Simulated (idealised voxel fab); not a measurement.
Proc. module: voxel self aligned vias
Each square cell in cross-section cut measures 5 nm, and the section as a whole is 260 nm wide.
Reading order for cross-sections: top band down to bottom band. Underlying form: a grid of square cells. Band size: one or more rows of cells.
Heads up on the band format: heights come first, top then bottom, in nm. After that it's the materials left to right, each with its width in nm. A single material flagged "edge to edge" fills the whole band edge to edge, and "blank" means there's empty space there.
Measure heights from 0. That's the level where, below it, the as-received wafer is all one material. The lowest band is bottomless and extends downward; write it as in "0 -> down".
Per-row width for "30..40": begins at first number (top row of band), ends at second number (bottom row), increment between rows held constant.
Key: "everything unchanged" - step with no changed cell in the cross-section.
Entry "Entrapped voids". Content: empty spaces with no open connection to the top, size 8 cells or greater. Each: width x height at distance. Distance: from left edge. Unit: nm.
Note: text after step settings on the step line = simulator remark on that step.
A step line may carry the setting "overlay nm", which, for steps involving a mask, states the distance by which the mask lay to the right of its intended position; negative values denote displacement to the left.
Listed below are the process steps as planned
1,RECEIVE, material Si
2,CONFORMAL_DEP, material SiO2, thk nm 10
3,CONFORMAL_DEP, material SiCN, thk nm 5
4,DIRECTIONAL_DEP, material lowk, thk nm 30
5,MASKED_ETCH, tone open, mask id LINES, width nm 25, pitch nm 60, etch materials lowk, depth nm 30, overlay nm 0
6,CONFORMAL_DEP, material TiN, thk nm 5
7,FILL_DEP, material Ru, thk nm 10
8,CMP, height nm 45
9,SELECTIVE_ETCH, etch materials W Ru TiN, depth nm 5
10,FILL_DEP, material SiN, thk nm 5
11,CMP, height nm 45
12,DIRECTIONAL_DEP, material lowk, thk nm 15
13,PATTERN, tone open, mask id VIAS, material resist, width nm 35, pitch nm 60, thk nm 15, overlay nm 0
14,DIRECTIONAL_ETCH, etch materials lowk, depth nm 15
15,DIRECTIONAL_ETCH, etch materials SiN, depth nm 5
16,STRIP, etch materials resist
17,CONFORMAL_DEP, material TiN, thk nm 5
18,FILL_DEP, material Cu, thk nm 10
19,CMP, height nm 60
20,CONFORMAL_DEP, material SiCN, thk nm 5
The first wafer of two, processed as planned
Cross-section of the wafer as it came to us, i.e., already through step 1
0 -> down | Si edge to edge
Entrapped voids: none
State of the wafer after step 2, shown in cross-section
10 -> 0 | SiO2 edge to edge
Below 0 it's all the same as before, nothing changed down there.
State of the wafer after step 3, shown in cross-section
15 -> 10 | SiCN edge to edge
Below 10 it's all the same as before, nothing changed down there.
State of the wafer after step 4, shown in cross-section
45 -> 15 | lowk edge to edge
Below 15 it's all the same as before, nothing changed down there.
State of the wafer after step 5, shown in cross-section
45 -> 15 | 55 nm lowk / 25 nm blank / 35 nm lowk / 25 nm blank / 35 nm lowk / 25 nm blank / 60 nm lowk
Below 15 it's all the same as before, nothing changed down there.
State of the wafer after step 6, shown in cross-section
50 -> 45 | 60 nm TiN / 15 nm blank / 45 nm TiN / 15 nm blank / 45 nm TiN / 15 nm blank / 65 nm TiN
45 -> 20 | 55 nm lowk / 5 nm TiN / 15 nm blank / 5 nm TiN / 35 nm lowk / 5 nm TiN / 15 nm blank / 5 nm TiN / 35 nm lowk / 5 nm TiN / 15 nm blank / 5 nm TiN / 60 nm lowk
20 -> 15 | 55 nm lowk / 25 nm TiN / 35 nm lowk / 25 nm TiN / 35 nm lowk / 25 nm TiN / 60 nm lowk
Below 15 it's all the same as before, nothing changed down there.
State of the wafer after step 7, shown in cross-section
60 -> 50 | Ru edge to edge
50 -> 45 | 60 nm TiN / 15 nm Ru / 45 nm TiN / 15 nm Ru / 45 nm TiN / 15 nm Ru / 65 nm TiN
45 -> 20 | 55 nm lowk / 5 nm TiN / 15 nm Ru / 5 nm TiN / 35 nm lowk / 5 nm TiN / 15 nm Ru / 5 nm TiN / 35 nm lowk / 5 nm TiN / 15 nm Ru / 5 nm TiN / 60 nm lowk
Below 20 it's all the same as before, nothing changed down there.
State of the wafer after step 8, shown in cross-section
45 -> 20 | 55 nm lowk / 5 nm TiN / 15 nm Ru / 5 nm TiN / 35 nm lowk / 5 nm TiN / 15 nm Ru / 5 nm TiN / 35 nm lowk / 5 nm TiN / 15 nm Ru / 5 nm TiN / 60 nm lowk
Below 20 it's all the same as before, nothing changed down there.
State of the wafer after step 9, shown in cross-section
45 -> 40 | 55 nm lowk / 25 nm blank / 35 nm lowk / 25 nm blank / 35 nm lowk / 25 nm blank / 60 nm lowk
Below 40 it's all the same as before, nothing changed down there.
State of the wafer after step 10, shown in cross-section
50 -> 45 | SiN edge to edge
45 -> 40 | 55 nm lowk / 25 nm SiN / 35 nm lowk / 25 nm SiN / 35 nm lowk / 25 nm SiN / 60 nm lowk
Below 40 it's all the same as before, nothing changed down there.
State of the wafer after step 11, shown in cross-section
45 -> 40 | 55 nm lowk / 25 nm SiN / 35 nm lowk / 25 nm SiN / 35 nm lowk / 25 nm SiN / 60 nm lowk
Below 40 it's all the same as before, nothing changed down there.
State of the wafer after step 12, shown in cross-section
60 -> 45 | lowk edge to edge
Below 45 it's all the same as before, nothing changed down there.
State of the wafer after step 13, shown in cross-section
75 -> 60 | 50 nm resist / 35 nm blank / 25 nm resist / 35 nm blank / 25 nm resist / 35 nm blank / 55 nm resist
Below 60 it's all the same as before, nothing changed down there.
State of the wafer after step 14, shown in cross-section
75 -> 60 | 50 nm resist / 35 nm blank / 25 nm resist / 35 nm blank / 25 nm resist / 35 nm blank / 55 nm resist
60 -> 45 | 50 nm lowk / 35 nm blank / 25 nm lowk / 35 nm blank / 25 nm lowk / 35 nm blank / 55 nm lowk
Below 45 it's all the same as before, nothing changed down there.
State of the wafer after step 15, shown in cross-section
75 -> 60 | 50 nm resist / 35 nm blank / 25 nm resist / 35 nm blank / 25 nm resist / 35 nm blank / 55 nm resist
60 -> 45 | 50 nm lowk / 35 nm blank / 25 nm lowk / 35 nm blank / 25 nm lowk / 35 nm blank / 55 nm lowk
45 -> 40 | 55 nm lowk / 25 nm blank / 35 nm lowk / 25 nm blank / 35 nm lowk / 25 nm blank / 60 nm lowk
Below 40 it's all the same as before, nothing changed down there.
State of the wafer after step 16, shown in cross-section
60 -> 45 | 50 nm lowk / 35 nm blank / 25 nm lowk / 35 nm blank / 25 nm lowk / 35 nm blank / 55 nm lowk
Below 45 it's all the same as before, nothing changed down there.
State of the wafer after step 17, shown in cross-section
65 -> 60 | 55 nm TiN / 25 nm blank / 35 nm TiN / 25 nm blank / 35 nm TiN / 25 nm blank / 60 nm TiN
60 -> 50 | 50 nm lowk / 5 nm TiN / 25 nm blank / 5 nm TiN / 25 nm lowk / 5 nm TiN / 25 nm blank / 5 nm TiN / 25 nm lowk / 5 nm TiN / 25 nm blank / 5 nm TiN / 55 nm lowk
50 -> 45 | 50 nm lowk / 10 nm TiN / 15 nm blank / 10 nm TiN / 25 nm lowk / 10 nm TiN / 15 nm blank / 10 nm TiN / 25 nm lowk / 10 nm TiN / 15 nm blank / 10 nm TiN / 55 nm lowk
45 -> 40 | 55 nm lowk / 25 nm TiN / 35 nm lowk / 25 nm TiN / 35 nm lowk / 25 nm TiN / 60 nm lowk
Below 40 it's all the same as before, nothing changed down there.
State of the wafer after step 18, shown in cross-section
75 -> 65 | Cu edge to edge
65 -> 60 | 55 nm TiN / 25 nm Cu / 35 nm TiN / 25 nm Cu / 35 nm TiN / 25 nm Cu / 60 nm TiN
60 -> 50 | 50 nm lowk / 5 nm TiN / 25 nm Cu / 5 nm TiN / 25 nm lowk / 5 nm TiN / 25 nm Cu / 5 nm TiN / 25 nm lowk / 5 nm TiN / 25 nm Cu / 5 nm TiN / 55 nm lowk
50 -> 45 | 50 nm lowk / 10 nm TiN / 15 nm Cu / 10 nm TiN / 25 nm lowk / 10 nm TiN / 15 nm Cu / 10 nm TiN / 25 nm lowk / 10 nm TiN / 15 nm Cu / 10 nm TiN / 55 nm lowk
Below 45 it's all the same as before, nothing changed down there.
State of the wafer after step 19, shown in cross-section
60 -> 50 | 50 nm lowk / 5 nm TiN / 25 nm Cu / 5 nm TiN / 25 nm lowk / 5 nm TiN / 25 nm Cu / 5 nm TiN / 25 nm lowk / 5 nm TiN / 25 nm Cu / 5 nm TiN / 55 nm lowk
Below 50 it's all the same as before, nothing changed down there.
State of the wafer after step 20, shown in cross-section
65 -> 60 | SiCN edge to edge
Below 60 it's all the same as before, nothing changed down there.
second wafer: like start, like plan, one mistake. Through step 1 it matches the first wafer
Cross-section, second wafer, at the end time the plan gives for step 2
10 -> 0 | TiN edge to edge
Below 0 it's all the same as before, nothing changed down there.
Cross-section, second wafer, at the end time the plan gives for step 3
15 -> 10 | SiCN edge to edge
Below 10 it's all the same as before, nothing changed down there.
Cross-section, second wafer, at the end time the plan gives for step 4
45 -> 15 | lowk edge to edge
Below 15 it's all the same as before, nothing changed down there.
Cross-section, second wafer, at the end time the plan gives for step 5
45 -> 15 | 55 nm lowk / 25 nm blank / 35 nm lowk / 25 nm blank / 35 nm lowk / 25 nm blank / 60 nm lowk
Below 15 it's all the same as before, nothing changed down there.
Cross-section, second wafer, at the end time the plan gives for step 6
50 -> 45 | 60 nm TiN / 15 nm blank / 45 nm TiN / 15 nm blank / 45 nm TiN / 15 nm blank / 65 nm TiN
45 -> 20 | 55 nm lowk / 5 nm TiN / 15 nm blank / 5 nm TiN / 35 nm lowk / 5 nm TiN / 15 nm blank / 5 nm TiN / 35 nm lowk / 5 nm TiN / 15 nm blank / 5 nm TiN / 60 nm lowk
20 -> 15 | 55 nm lowk / 25 nm TiN / 35 nm lowk / 25 nm TiN / 35 nm lowk / 25 nm TiN / 60 nm lowk
Below 15 it's all the same as before, nothing changed down there.
Cross-section, second wafer, at the end time the plan gives for step 7
60 -> 50 | Ru edge to edge
50 -> 45 | 60 nm TiN / 15 nm Ru / 45 nm TiN / 15 nm Ru / 45 nm TiN / 15 nm Ru / 65 nm TiN
45 -> 20 | 55 nm lowk / 5 nm TiN / 15 nm Ru / 5 nm TiN / 35 nm lowk / 5 nm TiN / 15 nm Ru / 5 nm TiN / 35 nm lowk / 5 nm TiN / 15 nm Ru / 5 nm TiN / 60 nm lowk
Below 20 it's all the same as before, nothing changed down there.
Cross-section, second wafer, at the end time the plan gives for step 8
45 -> 20 | 55 nm lowk / 5 nm TiN / 15 nm Ru / 5 nm TiN / 35 nm lowk / 5 nm TiN / 15 nm Ru / 5 nm TiN / 35 nm lowk / 5 nm TiN / 15 nm Ru / 5 nm TiN / 60 nm lowk
Below 20 it's all the same as before, nothing changed down there.
Cross-section, second wafer, at the end time the plan gives for step 9
45 -> 40 | 55 nm lowk / 25 nm blank / 35 nm lowk / 25 nm blank / 35 nm lowk / 25 nm blank / 60 nm lowk
Below 40 it's all the same as before, nothing changed down there.
Cross-section, second wafer, at the end time the plan gives for step 10
50 -> 45 | SiN edge to edge
45 -> 40 | 55 nm lowk / 25 nm SiN / 35 nm lowk / 25 nm SiN / 35 nm lowk / 25 nm SiN / 60 nm lowk
Below 40 it's all the same as before, nothing changed down there.
Cross-section, second wafer, at the end time the plan gives for step 11
45 -> 40 | 55 nm lowk / 25 nm SiN / 35 nm lowk / 25 nm SiN / 35 nm lowk / 25 nm SiN / 60 nm lowk
Below 40 it's all the same as before, nothing changed down there.
Cross-section, second wafer, at the end time the plan gives for step 12
60 -> 45 | lowk edge to edge
Below 45 it's all the same as before, nothing changed down there.
Cross-section, second wafer, at the end time the plan gives for step 13
75 -> 60 | 50 nm resist / 35 nm blank / 25 nm resist / 35 nm blank / 25 nm resist / 35 nm blank / 55 nm resist
Below 60 it's all the same as before, nothing changed down there.
Cross-section, second wafer, at the end time the plan gives for step 14
75 -> 60 | 50 nm resist / 35 nm blank / 25 nm resist / 35 nm blank / 25 nm resist / 35 nm blank / 55 nm resist
60 -> 45 | 50 nm lowk / 35 nm blank / 25 nm lowk / 35 nm blank / 25 nm lowk / 35 nm blank / 55 nm lowk
Below 45 it's all the same as before, nothing changed down there.
Cross-section, second wafer, at the end time the plan gives for step 15
75 -> 60 | 50 nm resist / 35 nm blank / 25 nm resist / 35 nm blank / 25 nm resist / 35 nm blank / 55 nm resist
60 -> 45 | 50 nm lowk / 35 nm blank / 25 nm lowk / 35 nm blank / 25 nm lowk / 35 nm blank / 55 nm lowk
45 -> 40 | 55 nm lowk / 25 nm blank / 35 nm lowk / 25 nm blank / 35 nm lowk / 25 nm blank / 60 nm lowk
Below 40 it's all the same as before, nothing changed down there.
Cross-section, second wafer, at the end time the plan gives for step 16
60 -> 45 | 50 nm lowk / 35 nm blank / 25 nm lowk / 35 nm blank / 25 nm lowk / 35 nm blank / 55 nm lowk
Below 45 it's all the same as before, nothing changed down there.
Cross-section, second wafer, at the end time the plan gives for step 17
65 -> 60 | 55 nm TiN / 25 nm blank / 35 nm TiN / 25 nm blank / 35 nm TiN / 25 nm blank / 60 nm TiN
60 -> 50 | 50 nm lowk / 5 nm TiN / 25 nm blank / 5 nm TiN / 25 nm lowk / 5 nm TiN / 25 nm blank / 5 nm TiN / 25 nm lowk / 5 nm TiN / 25 nm blank / 5 nm TiN / 55 nm lowk
50 -> 45 | 50 nm lowk / 10 nm TiN / 15 nm blank / 10 nm TiN / 25 nm lowk / 10 nm TiN / 15 nm blank / 10 nm TiN / 25 nm lowk / 10 nm TiN / 15 nm blank / 10 nm TiN / 55 nm lowk
45 -> 40 | 55 nm lowk / 25 nm TiN / 35 nm lowk / 25 nm TiN / 35 nm lowk / 25 nm TiN / 60 nm lowk
Below 40 it's all the same as before, nothing changed down there.
Cross-section, second wafer, at the end time the plan gives for step 18
75 -> 65 | Cu edge to edge
65 -> 60 | 55 nm TiN / 25 nm Cu / 35 nm TiN / 25 nm Cu / 35 nm TiN / 25 nm Cu / 60 nm TiN
60 -> 50 | 50 nm lowk / 5 nm TiN / 25 nm Cu / 5 nm TiN / 25 nm lowk / 5 nm TiN / 25 nm Cu / 5 nm TiN / 25 nm lowk / 5 nm TiN / 25 nm Cu / 5 nm TiN / 55 nm lowk
50 -> 45 | 50 nm lowk / 10 nm TiN / 15 nm Cu / 10 nm TiN / 25 nm lowk / 10 nm TiN / 15 nm Cu / 10 nm TiN / 25 nm lowk / 10 nm TiN / 15 nm Cu / 10 nm TiN / 55 nm lowk
Below 45 it's all the same as before, nothing changed down there.
Cross-section, second wafer, at the end time the plan gives for step 19
60 -> 50 | 50 nm lowk / 5 nm TiN / 25 nm Cu / 5 nm TiN / 25 nm lowk / 5 nm TiN / 25 nm Cu / 5 nm TiN / 25 nm lowk / 5 nm TiN / 25 nm Cu / 5 nm TiN / 55 nm lowk
Below 50 it's all the same as before, nothing changed down there.
Cross-section, second wafer, at the end time the plan gives for step 20
65 -> 60 | SiCN edge to edge
Below 60 it's all the same as before, nothing changed down there.
Deviation noted in wafer processing: step 2 ran with different settings than intended, the actual operation and settings being CONFORMAL_DEP, material TiN, thk nm 10
Once processing is complete, comparing cell counts shows that the second wafer has more or fewer of certain materials than the first: SiO2 -104 | TiN +104
